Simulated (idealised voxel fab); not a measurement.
This section sets out a process module, namely voxel wiring stack.
Shown is cross-section cut, with a width of 280 nm and square cells of size 5 nm.
A cross-section is written here as square cells arranged in a grid, and it is given in bands from the top down, each band taking up one or more rows of cells.
Each band's line starts with the height of the band's top and of its bottom, in nm. Then come its materials from left to right, each with its width in nm. One material with "everywhere" fills the band from edge to edge. "empty" is empty space.
Height is counted from the level 0, under which the received wafer is composed throughout of one material. The lowest of the bands is not closed at the bottom but continues downward, in the notation "0 down".
When a width is written as two numbers, as in "30 to 40", the first number is the width in the top row of cells of the band and the second is the width in its bottom row, and the width changes by the same amount from each row to the next.
Given "changes: none" for a step, no cell of the cross-section differs between before and after that step.
Closed-off voids of 8+ cells (no open route to the top) go in "Closed cavity list", written width x height at distance from the left edge, in nm.
Heads up: the bit after the settings on a step's line is the simulator's remark on that step.
Among the settings permitted on a step's line is "overlay nm"; applied to a step with a mask, it specifies the extent to which the mask lay to the right of its planned position, whereas a negative figure signifies a position to the left.
## Process steps - plan
1) RECEIVE, material Si
2) CONFORMAL_DEP, material SiO2, thk nm 15
3) DIRECTIONAL_DEP, material TiN, thk nm 5
4) DIRECTIONAL_DEP, material Ru, thk nm 25
5) MASKED_ETCH, tone cover, mask id METAL_1, width nm 20, pitch nm 50, etch materials Ru, depth nm 25, overlay nm 0
6) MASKED_ETCH, tone cover, mask id METAL_1, width nm 20, pitch nm 50, etch materials TiN, depth nm 5, overlay nm 0
7) CONFORMAL_DEP, material SiCN, thk nm 5
8) FILL_DEP, material SiO2, thk nm 5
9) CMP, height nm 45
10) CONFORMAL_DEP, material SiCN, thk nm 5
11) DIRECTIONAL_DEP, material lowk, thk nm 20
12) PATTERN, tone open, mask id PLUG_1, material resist, width nm 15, pitch nm 100, thk nm 15, overlay nm 0
13) DIRECTIONAL_ETCH, etch materials lowk, depth nm 20
14) DIRECTIONAL_ETCH, etch materials SiCN, depth nm 5
15) STRIP, etch materials resist
16) CONFORMAL_DEP, material TiN, thk nm 5
17) FILL_DEP, material W, thk nm 5
18) CMP, height nm 70
19) DIRECTIONAL_DEP, material TiN, thk nm 5
20) DIRECTIONAL_DEP, material Ru, thk nm 20
21) DIRECTIONAL_DEP, material aC, thk nm 10
22) PATTERN, tone cover, mask id METAL_2, material resist, width nm 20, pitch nm 50, thk nm 30, overlay nm 0
23) DIRECTIONAL_ETCH, etch materials aC, depth nm 10
24) STRIP, etch materials resist
25) DIRECTIONAL_ETCH, etch materials Ru, depth nm 20
26) DIRECTIONAL_ETCH, etch materials TiN, depth nm 5
27) STRIP, etch materials aC
28) CONFORMAL_DEP, material SiN, thk nm 5
29) FILL_DEP, material lowk, thk nm 5
30) CMP, height nm 95
31) CONFORMAL_DEP, material SiCN, thk nm 5
32) DIRECTIONAL_DEP, material lowk, thk nm 25
33) MASKED_ETCH, tone open, mask id METAL_3_HOLES, width nm 15, pitch nm 100, etch materials lowk, depth nm 25, overlay nm 0
34) PATTERN, tone open, mask id METAL_3, material resist, width nm 20, pitch nm 50, thk nm 20, overlay nm 0
35) DIRECTIONAL_ETCH, etch materials lowk, depth nm 15
36) DIRECTIONAL_ETCH, etch materials SiCN, depth nm 5
37) STRIP, etch materials resist
38) CONFORMAL_DEP, material TiN, thk nm 5
39) FILL_DEP, material Cu, thk nm 5
40) CMP, height nm 125
41) CONFORMAL_DEP, material SiN, thk nm 5
## First wafer of two (run as planned)
## Here's what the wafer looked like in cross-section when it arrived - that's after step 1
	0 down: Si everywhere
	Closed cavity list: none
## Cross-section: wafer state after step 2
	15 to 0: SiO2 everywhere
	Beneath the level 0, the cross-section is identical to its previous state.
## Cross-section: wafer state after step 3
	20 to 15: TiN everywhere
	Beneath the level 15, the cross-section is identical to its previous state.
## Cross-section: wafer state after step 4
	45 to 20: Ru everywhere
	Beneath the level 20, the cross-section is identical to its previous state.
## Cross-section: wafer state after step 5
	45 to 20: empty=80; Ru=20; empty=30; Ru=20; empty=30; Ru=20; empty=80
	Beneath the level 20, the cross-section is identical to its previous state.
## Cross-section: wafer state after step 6
	45 to 20: empty=80; Ru=20; empty=30; Ru=20; empty=30; Ru=20; empty=80
	20 to 15: empty=80; TiN=20; empty=30; TiN=20; empty=30; TiN=20; empty=80
	Beneath the level 15, the cross-section is identical to its previous state.
## Cross-section: wafer state after step 7
	50 to 45: empty=75; SiCN=30; empty=20; SiCN=30; empty=20; SiCN=30; empty=75
	45 to 20: empty=75; SiCN=5; Ru=20; SiCN=5; empty=20; SiCN=5; Ru=20; SiCN=5; empty=20; SiCN=5; Ru=20; SiCN=5; empty=75
	20 to 15: SiCN=80; TiN=20; SiCN=30; TiN=20; SiCN=30; TiN=20; SiCN=80
	Beneath the level 15, the cross-section is identical to its previous state.
## Cross-section: wafer state after step 8
	55 to 50: SiO2 everywhere
	50 to 45: SiO2=75; SiCN=30; SiO2=20; SiCN=30; SiO2=20; SiCN=30; SiO2=75
	45 to 20: SiO2=75; SiCN=5; Ru=20; SiCN=5; SiO2=20; SiCN=5; Ru=20; SiCN=5; SiO2=20; SiCN=5; Ru=20; SiCN=5; SiO2=75
	Beneath the level 20, the cross-section is identical to its previous state.
## Cross-section: wafer state after step 9
	45 to 20: SiO2=75; SiCN=5; Ru=20; SiCN=5; SiO2=20; SiCN=5; Ru=20; SiCN=5; SiO2=20; SiCN=5; Ru=20; SiCN=5; SiO2=75
	Beneath the level 20, the cross-section is identical to its previous state.
## Cross-section: wafer state after step 10
	50 to 45: SiCN everywhere
	Beneath the level 45, the cross-section is identical to its previous state.
## Cross-section: wafer state after step 11
	70 to 50: lowk everywhere
	Beneath the level 50, the cross-section is identical to its previous state.
## Cross-section: wafer state after step 12
	85 to 70: resist=80; empty=15; resist=85; empty=15; resist=85
	Beneath the level 70, the cross-section is identical to its previous state.
## Cross-section: wafer state after step 13
	85 to 70: resist=80; empty=15; resist=85; empty=15; resist=85
	70 to 50: lowk=80; empty=15; lowk=85; empty=15; lowk=85
	Beneath the level 50, the cross-section is identical to its previous state.
## Cross-section: wafer state after step 14
	85 to 70: resist=80; empty=15; resist=85; empty=15; resist=85
	70 to 50: lowk=80; empty=15; lowk=85; empty=15; lowk=85
	50 to 45: SiCN=80; empty=15; SiCN=85; empty=15; SiCN=85
	Beneath the level 45, the cross-section is identical to its previous state.
## Cross-section: wafer state after step 15
	70 to 50: lowk=80; empty=15; lowk=85; empty=15; lowk=85
	Beneath the level 50, the cross-section is identical to its previous state.
## Cross-section: wafer state after step 16
	75 to 70: TiN=85; empty=5; TiN=95; empty=5; TiN=90
	70 to 50: lowk=80; TiN=5; empty=5; TiN=5; lowk=85; TiN=5; empty=5; TiN=5; lowk=85
	50 to 45: SiCN=80; TiN=15; SiCN=85; TiN=15; SiCN=85
	Beneath the level 45, the cross-section is identical to its previous state.
## Cross-section: wafer state after step 17
	80 to 75: W everywhere
	75 to 70: TiN=85; W=5; TiN=95; W=5; TiN=90
	70 to 50: lowk=80; TiN=5; W=5; TiN=5; lowk=85; TiN=5; W=5; TiN=5; lowk=85
	Beneath the level 50, the cross-section is identical to its previous state.
## Cross-section: wafer state after step 18
	70 to 50: lowk=80; TiN=5; W=5; TiN=5; lowk=85; TiN=5; W=5; TiN=5; lowk=85
	Beneath the level 50, the cross-section is identical to its previous state.
## Cross-section: wafer state after step 19
	75 to 70: TiN everywhere
	Beneath the level 70, the cross-section is identical to its previous state.
## Cross-section: wafer state after step 20
	95 to 75: Ru everywhere
	Beneath the level 75, the cross-section is identical to its previous state.
## Cross-section: wafer state after step 21
	105 to 95: aC everywhere
	Beneath the level 95, the cross-section is identical to its previous state.
## Cross-section: wafer state after step 22
	135 to 105: empty=80; resist=20; empty=30; resist=20; empty=30; resist=20; empty=80
	Beneath the level 105, the cross-section is identical to its previous state.
## Cross-section: wafer state after step 23
	125 to 105: empty=80; resist=20; empty=30; resist=20; empty=30; resist=20; empty=80
	105 to 95: empty=80; aC=20; empty=30; aC=20; empty=30; aC=20; empty=80
	Beneath the level 95, the cross-section is identical to its previous state.
## Cross-section: wafer state after step 24
	105 to 95: empty=80; aC=20; empty=30; aC=20; empty=30; aC=20; empty=80
	Beneath the level 95, the cross-section is identical to its previous state.
## Cross-section: wafer state after step 25
	105 to 95: empty=80; aC=20; empty=30; aC=20; empty=30; aC=20; empty=80
	95 to 75: empty=80; Ru=20; empty=30; Ru=20; empty=30; Ru=20; empty=80
	Beneath the level 75, the cross-section is identical to its previous state.
## Cross-section: wafer state after step 26
	105 to 95: empty=80; aC=20; empty=30; aC=20; empty=30; aC=20; empty=80
	95 to 75: empty=80; Ru=20; empty=30; Ru=20; empty=30; Ru=20; empty=80
	75 to 70: empty=80; TiN=20; empty=30; TiN=20; empty=30; TiN=20; empty=80
	Beneath the level 70, the cross-section is identical to its previous state.
## Cross-section: wafer state after step 27
	95 to 75: empty=80; Ru=20; empty=30; Ru=20; empty=30; Ru=20; empty=80
	Beneath the level 75, the cross-section is identical to its previous state.
## Cross-section: wafer state after step 28
	100 to 95: empty=75; SiN=30; empty=20; SiN=30; empty=20; SiN=30; empty=75
	95 to 75: empty=75; SiN=5; Ru=20; SiN=5; empty=20; SiN=5; Ru=20; SiN=5; empty=20; SiN=5; Ru=20; SiN=5; empty=75
	75 to 70: SiN=80; TiN=20; SiN=30; TiN=20; SiN=30; TiN=20; SiN=80
	Beneath the level 70, the cross-section is identical to its previous state.
## Cross-section: wafer state after step 29
	105 to 100: lowk everywhere
	100 to 95: lowk=75; SiN=30; lowk=20; SiN=30; lowk=20; SiN=30; lowk=75
	95 to 75: lowk=75; SiN=5; Ru=20; SiN=5; lowk=20; SiN=5; Ru=20; SiN=5; lowk=20; SiN=5; Ru=20; SiN=5; lowk=75
	Beneath the level 75, the cross-section is identical to its previous state.
## Cross-section: wafer state after step 30
	95 to 75: lowk=75; SiN=5; Ru=20; SiN=5; lowk=20; SiN=5; Ru=20; SiN=5; lowk=20; SiN=5; Ru=20; SiN=5; lowk=75
	Beneath the level 75, the cross-section is identical to its previous state.
## Cross-section: wafer state after step 31
	100 to 95: SiCN everywhere
	Beneath the level 95, the cross-section is identical to its previous state.
## Cross-section: wafer state after step 32
	125 to 100: lowk everywhere
	Beneath the level 100, the cross-section is identical to its previous state.
## Cross-section: wafer state after step 33
	125 to 100: lowk=80; empty=15; lowk=85; empty=15; lowk=85
	Beneath the level 100, the cross-section is identical to its previous state.
## Cross-section: wafer state after step 34
	145 to 125: resist=80; empty=20; resist=30; empty=20; resist=30; empty=20; resist=80
	Beneath the level 125, the cross-section is identical to its previous state.
## Cross-section: wafer state after step 35
	145 to 125: resist=80; empty=20; resist=30; empty=20; resist=30; empty=20; resist=80
	125 to 110: lowk=80; empty=20; lowk=30; empty=20; lowk=30; empty=20; lowk=80
	Beneath the level 110, the cross-section is identical to its previous state.
## Cross-section: wafer state after step 36
	145 to 125: resist=80; empty=20; resist=30; empty=20; resist=30; empty=20; resist=80
	125 to 110: lowk=80; empty=20; lowk=30; empty=20; lowk=30; empty=20; lowk=80
	110 to 100: lowk=80; empty=15; lowk=85; empty=15; lowk=85
	100 to 95: SiCN=80; empty=15; SiCN=85; empty=15; SiCN=85
	Beneath the level 95, the cross-section is identical to its previous state.
## Cross-section: wafer state after step 37
	125 to 110: lowk=80; empty=20; lowk=30; empty=20; lowk=30; empty=20; lowk=80
	Beneath the level 110, the cross-section is identical to its previous state.
## Cross-section: wafer state after step 38
	130 to 125: TiN=85; empty=10; TiN=40; empty=10; TiN=40; empty=10; TiN=85
	125 to 115: lowk=80; TiN=5; empty=10; TiN=5; lowk=30; TiN=5; empty=10; TiN=5; lowk=30; TiN=5; empty=10; TiN=5; lowk=80
	115 to 110: lowk=80; TiN=5; empty=5; TiN=10; lowk=30; TiN=20; lowk=30; TiN=5; empty=5; TiN=10; lowk=80
	110 to 100: lowk=80; TiN=5; empty=5; TiN=5; lowk=85; TiN=5; empty=5; TiN=5; lowk=85
	100 to 95: SiCN=80; TiN=15; SiCN=85; TiN=15; SiCN=85
	Beneath the level 95, the cross-section is identical to its previous state.
## Cross-section: wafer state after step 39
	135 to 130: Cu everywhere
	130 to 125: TiN=85; Cu=10; TiN=40; Cu=10; TiN=40; Cu=10; TiN=85
	125 to 115: lowk=80; TiN=5; Cu=10; TiN=5; lowk=30; TiN=5; Cu=10; TiN=5; lowk=30; TiN=5; Cu=10; TiN=5; lowk=80
	115 to 110: lowk=80; TiN=5; Cu=5; TiN=10; lowk=30; TiN=20; lowk=30; TiN=5; Cu=5; TiN=10; lowk=80
	110 to 100: lowk=80; TiN=5; Cu=5; TiN=5; lowk=85; TiN=5; Cu=5; TiN=5; lowk=85
	Beneath the level 100, the cross-section is identical to its previous state.
## Cross-section: wafer state after step 40
	125 to 115: lowk=80; TiN=5; Cu=10; TiN=5; lowk=30; TiN=5; Cu=10; TiN=5; lowk=30; TiN=5; Cu=10; TiN=5; lowk=80
	Beneath the level 115, the cross-section is identical to its previous state.
## Cross-section: wafer state after step 41
	130 to 125: SiN everywhere
	Beneath the level 125, the cross-section is identical to its previous state.
## Now the other wafer: same start, same recipe, but we messed up one thing when running it. Up to and including step 32 it's the same as the first one
## Cross-section, second wafer, at the end time the plan gives for step 33
	125 to 100: lowk=70; empty=15; lowk=85; empty=15; lowk=95
	Beneath the level 100, the cross-section is identical to its previous state.
## Cross-section, second wafer, at the end time the plan gives for step 34
	145 to 125: resist=80; empty=20; resist=30; empty=20; resist=30; empty=20; resist=80
	125 to 100: lowk=70; resist=10; empty=5; lowk=85; resist=10; empty=5; lowk=95
	Beneath the level 100, the cross-section is identical to its previous state.
## Cross-section, second wafer, at the end time the plan gives for step 35
	145 to 125: resist=80; empty=20; resist=30; empty=20; resist=30; empty=20; resist=80
	125 to 110: lowk=70; resist=10; empty=20; lowk=30; empty=20; lowk=20; resist=10; empty=20; lowk=80
	Beneath the level 110, the cross-section is identical to its previous state.
## Cross-section, second wafer, at the end time the plan gives for step 36
	145 to 125: resist=80; empty=20; resist=30; empty=20; resist=30; empty=20; resist=80
	125 to 110: lowk=70; resist=10; empty=20; lowk=30; empty=20; lowk=20; resist=10; empty=20; lowk=80
	110 to 100: lowk=70; resist=10; empty=5; lowk=85; resist=10; empty=5; lowk=95
	100 to 95: SiCN=80; empty=5; SiCN=95; empty=5; SiCN=95
	Beneath the level 95, the cross-section is identical to its previous state.
## Cross-section, second wafer, at the end time the plan gives for step 37
	125 to 110: lowk=70; empty=30; lowk=30; empty=20; lowk=20; empty=30; lowk=80
	110 to 100: lowk=70; empty=15; lowk=85; empty=15; lowk=95
	Beneath the level 100, the cross-section is identical to its previous state.
## Cross-section, second wafer, at the end time the plan gives for step 38
	130 to 125: TiN=75; empty=20; TiN=40; empty=10; TiN=30; empty=20; TiN=85
	125 to 115: lowk=70; TiN=5; empty=20; TiN=5; lowk=30; TiN=5; empty=10; TiN=5; lowk=20; TiN=5; empty=20; TiN=5; lowk=80
	115 to 110: lowk=70; TiN=5; empty=5; TiN=20; lowk=30; TiN=20; lowk=20; TiN=5; empty=5; TiN=20; lowk=80
	110 to 105: lowk=70; TiN=5; empty=5; TiN=5; lowk=85; TiN=5; empty=5; TiN=5; lowk=95
	105 to 100: lowk=70; TiN=15; lowk=85; TiN=15; lowk=95
	100 to 95: SiCN=80; TiN=5; SiCN=95; TiN=5; SiCN=95
	Beneath the level 95, the cross-section is identical to its previous state.
## Cross-section, second wafer, at the end time the plan gives for step 39
	135 to 130: Cu everywhere
	130 to 125: TiN=75; Cu=20; TiN=40; Cu=10; TiN=30; Cu=20; TiN=85
	125 to 115: lowk=70; TiN=5; Cu=20; TiN=5; lowk=30; TiN=5; Cu=10; TiN=5; lowk=20; TiN=5; Cu=20; TiN=5; lowk=80
	115 to 110: lowk=70; TiN=5; Cu=5; TiN=20; lowk=30; TiN=20; lowk=20; TiN=5; Cu=5; TiN=20; lowk=80
	110 to 105: lowk=70; TiN=5; Cu=5; TiN=5; lowk=85; TiN=5; Cu=5; TiN=5; lowk=95
	Beneath the level 105, the cross-section is identical to its previous state.
## Cross-section, second wafer, at the end time the plan gives for step 40
	125 to 115: lowk=70; TiN=5; Cu=20; TiN=5; lowk=30; TiN=5; Cu=10; TiN=5; lowk=20; TiN=5; Cu=20; TiN=5; lowk=80
	Beneath the level 115, the cross-section is identical to its previous state.
## Cross-section, second wafer, at the end time the plan gives for step 41
	130 to 125: SiN everywhere
	Beneath the level 125, the cross-section is identical to its previous state.
Where did the run depart from the plan? it should be noted that step 33 was executed with settings other than those planned, the operation and settings actually applied being MASKED_ETCH, tone open, mask id METAL_3_HOLES, width nm 15, pitch nm 100, etch materials lowk, depth nm 25, overlay nm -10
It is noted that, at the conclusion of processing, the second wafer exhibits a higher or lower cell count for certain materials relative to the first: +6 Cu, +4 SiCN, +2 TiN, -12 lowk
